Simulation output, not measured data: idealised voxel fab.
process module | voxel gate over fins
cross-section cut | 185 nm wide | cells 5 nm
A cross-section is a grid of square cells, given in bands from the top down. A band is one or more rows of cells.
Each band's line starts with the height of the band's top and of its bottom, in nm. Then come its materials from left to right, each with its width in nm. One material with "throughout" fills the band from edge to edge. "air" is empty space.
Height 0 is the level under which the wafer as received is all one material. The lowest band goes on downwards, as in "0 down".
A width such as "30 to 40" changes by the same amount from each row of cells to the next, from the band's top row to its bottom row.
"no change" after a step means that no cell of the cross-section changed.
closed voids: empty space of 8 cells or more with no open way to the top, each as width x height at its distance from the left edge, in nm
after a step's settings: what the simulator itself notes on the step
overlay nm, on a step with a mask: how far to the right of its planned place the mask lay; to the left if negative
plan
1 op RECEIVE | material Si
2 op CONFORMAL_DEP | material SiN | thk nm 5
3 op PATTERN | tone cover | mask id FINS | material resist | width nm 15 | pitch nm 35 | thk nm 20 | overlay nm 0
4 op DIRECTIONAL_ETCH | etch materials SiN | depth nm 5
5 op DIRECTIONAL_ETCH | etch materials Si | depth nm 40
6 op STRIP | etch materials resist
7 op FILL_DEP | material SiO2 | thk nm 10
8 op CMP | height nm 5
9 op SELECTIVE_ETCH | etch materials SiO2 | depth nm 15
10 op STRIP | etch materials SiN
11 op CONFORMAL_DEP | material HfO2 | thk nm 5
12 op CONFORMAL_DEP | material TiN | thk nm 5
13 op FILL_DEP | material W | thk nm 10
14 op CMP | height nm 15
15 op CONFORMAL_DEP | material SiCN | thk nm 10
first wafer, as planned
as received, after step 1
  0 down: Si throughout
  closed voids: none
after step 2
  5 to 0: SiN throughout
  below 0: unchanged
after step 3
  25 to 5: air 50 | resist 15 | air 20 | resist 15 | air 20 | resist 15 | air 50
  below 5: unchanged
after step 4
  25 to 5: air 50 | resist 15 | air 20 | resist 15 | air 20 | resist 15 | air 50
  5 to 0: air 50 | SiN 15 | air 20 | SiN 15 | air 20 | SiN 15 | air 50
  below 0: unchanged
after step 5
  25 to 5: air 50 | resist 15 | air 20 | resist 15 | air 20 | resist 15 | air 50
  5 to 0: air 50 | SiN 15 | air 20 | SiN 15 | air 20 | SiN 15 | air 50
  0 to -40: air 50 | Si 15 | air 20 | Si 15 | air 20 | Si 15 | air 50
  below -40: unchanged
after step 6
  5 to 0: air 50 | SiN 15 | air 20 | SiN 15 | air 20 | SiN 15 | air 50
  below 0: unchanged
after step 7
  15 to 5: SiO2 throughout
  5 to 0: SiO2 50 | SiN 15 | SiO2 20 | SiN 15 | SiO2 20 | SiN 15 | SiO2 50
  0 to -40: SiO2 50 | Si 15 | SiO2 20 | Si 15 | SiO2 20 | Si 15 | SiO2 50
  below -40: unchanged
after step 8
  5 to 0: SiO2 50 | SiN 15 | SiO2 20 | SiN 15 | SiO2 20 | SiN 15 | SiO2 50
  below 0: unchanged
after step 9
  5 to 0: air 50 | SiN 15 | air 20 | SiN 15 | air 20 | SiN 15 | air 50
  0 to -10: air 50 | Si 15 | air 20 | Si 15 | air 20 | Si 15 | air 50
  below -10: unchanged
after step 10
  0 to -10: air 50 | Si 15 | air 20 | Si 15 | air 20 | Si 15 | air 50
  below -10: unchanged
after step 11
  5 to 0: air 45 | HfO2 25 | air 10 | HfO2 25 | air 10 | HfO2 25 | air 45
  0 to -5: air 45 | HfO2 5 | Si 15 | HfO2 5 | air 10 | HfO2 5 | Si 15 | HfO2 5 | air 10 | HfO2 5 | Si 15 | HfO2 5 | air 45
  -5 to -10: HfO2 50 | Si 15 | HfO2 20 | Si 15 | HfO2 20 | Si 15 | HfO2 50
  below -10: unchanged
after step 12
  10 to 5: air 40 | TiN 105 | air 40
  5 to 0: air 40 | TiN 5 | HfO2 25 | TiN 10 | HfO2 25 | TiN 10 | HfO2 25 | TiN 5 | air 40
  0 to -5: TiN 45 | HfO2 5 | Si 15 | HfO2 5 | TiN 10 | HfO2 5 | Si 15 | HfO2 5 | TiN 10 | HfO2 5 | Si 15 | HfO2 5 | TiN 45
  below -5: unchanged
after step 13
  20 to 10: W throughout
  10 to 5: W 40 | TiN 105 | W 40
  5 to 0: W 40 | TiN 5 | HfO2 25 | TiN 10 | HfO2 25 | TiN 10 | HfO2 25 | TiN 5 | W 40
  below 0: unchanged
after step 14
  15 to 10: W throughout
  below 10: unchanged
after step 15
  25 to 15: SiCN throughout
  below 15: unchanged
second wafer: like start, like plan, one mistake. Through step 8 it matches the first wafer
when step 9 should have ended
  5 to 0: air 50 | SiN 15 | air 20 | SiN 15 | air 20 | SiN 15 | air 50
  0 to -25: air 50 | Si 15 | air 20 | Si 15 | air 20 | Si 15 | air 50
  below -25: unchanged
when step 10 should have ended
  0 to -25: air 50 | Si 15 | air 20 | Si 15 | air 20 | Si 15 | air 50
  below -25: unchanged
when step 11 should have ended
  5 to 0: air 45 | HfO2 25 | air 10 | HfO2 25 | air 10 | HfO2 25 | air 45
  0 to -20: air 45 | HfO2 5 | Si 15 | HfO2 5 | air 10 | HfO2 5 | Si 15 | HfO2 5 | air 10 | HfO2 5 | Si 15 | HfO2 5 | air 45
  -20 to -25: HfO2 50 | Si 15 | HfO2 20 | Si 15 | HfO2 20 | Si 15 | HfO2 50
  below -25: unchanged
when step 12 should have ended
  10 to 5: air 40 | TiN 105 | air 40
  5 to 0: air 40 | TiN 5 | HfO2 25 | TiN 10 | HfO2 25 | TiN 10 | HfO2 25 | TiN 5 | air 40
  0 to -15: air 40 | TiN 5 | HfO2 5 | Si 15 | HfO2 5 | TiN 10 | HfO2 5 | Si 15 | HfO2 5 | TiN 10 | HfO2 5 | Si 15 | HfO2 5 | TiN 5 | air 40
  -15 to -20: TiN 45 | HfO2 5 | Si 15 | HfO2 5 | TiN 10 | HfO2 5 | Si 15 | HfO2 5 | TiN 10 | HfO2 5 | Si 15 | HfO2 5 | TiN 45
  below -20: unchanged
when step 13 should have ended
  20 to 10: W throughout
  10 to 5: W 40 | TiN 105 | W 40
  5 to 0: W 40 | TiN 5 | HfO2 25 | TiN 10 | HfO2 25 | TiN 10 | HfO2 25 | TiN 5 | W 40
  0 to -15: W 40 | TiN 5 | HfO2 5 | Si 15 | HfO2 5 | TiN 10 | HfO2 5 | Si 15 | HfO2 5 | TiN 10 | HfO2 5 | Si 15 | HfO2 5 | TiN 5 | W 40
  below -15: unchanged
when step 14 should have ended
  15 to 10: W throughout
  below 10: unchanged
when step 15 should have ended
  25 to 15: SiCN throughout
  below 15: unchanged
what went wrong: step 9 was run twice
at the end the second wafer has, in cells: 18 more of HfO2 | 84 fewer of SiO2 | 18 more of TiN | 48 more of W
